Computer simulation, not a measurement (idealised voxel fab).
process module | voxel tone inversion
cross-section cut | 145 nm wide | cells 5 nm
A cross-section is a grid of square cells, given in bands from the top down. A band is one or more rows of cells.
Each band's line starts with the height of the band's top and of its bottom, in nm. Then come its materials from left to right, each with its width in nm. One material with "throughout" fills the band from edge to edge. "air" is empty space.
Height 0 is the level under which the wafer as received is all one material. The lowest band goes on downwards, as in "0 down".
A width such as "30 to 40" changes by the same amount from each row of cells to the next, from the band's top row to its bottom row.
"no change" after a step means that no cell of the cross-section changed.
closed voids: empty space of 8 cells or more with no open way to the top, each as width x height at its distance from the left edge, in nm
after a step's settings: what the simulator itself notes on the step
overlay nm, on a step with a mask: how far to the right of its planned place the mask lay; to the left if negative
plan
1 op RECEIVE | material Si
2 op CONFORMAL_DEP | material SiCN | thk nm 10
3 op DIRECTIONAL_DEP | material aC | thk nm 15
4 op PATTERN | tone cover | mask id POSTS | material resist | width nm 15 | pitch nm 30 | thk nm 20 | overlay nm 0
5 op DIRECTIONAL_ETCH | etch materials aC | depth nm 15
6 op STRIP | etch materials resist
7 op FILL_DEP | material SiO2 | thk nm 5
8 op CMP | height nm 25
9 op STRIP | etch materials aC
10 op CONFORMAL_DEP | material TiN | thk nm 5
11 op FILL_DEP | material Ru | thk nm 5
12 op CMP | height nm 25
13 op CONFORMAL_DEP | material SiCN | thk nm 5
as received, after step 1
  0 down: Si throughout
  closed voids: none
first wafer at the end, as planned
  30 to 25: SiCN throughout
  25 to 15: SiO2 20 | TiN 5 | Ru 5 | TiN 5 | SiO2 15 | TiN 5 | Ru 5 | TiN 5 | SiO2 15 | TiN 5 | Ru 5 | TiN 5 | SiO2 15 | TiN 5 | Ru 5 | TiN 5 | SiO2 20
  15 to 10: SiO2 20 | TiN 15 | SiO2 15 | TiN 15 | SiO2 15 | TiN 15 | SiO2 15 | TiN 15 | SiO2 20
  10 to 0: SiCN throughout
  0 down: Si throughout
  closed voids: none
second wafer at the end: like start, like plan, one mistake
  30 to 15: SiCN throughout
  15 to 0: aC throughout
  0 down: Si throughout
  closed voids: none
what went wrong: steps 2 and 3 were swapped
at the end the second wafer has, in cells: 8 fewer of Ru | 51 fewer of SiO2 | 28 fewer of TiN | 87 more of aC
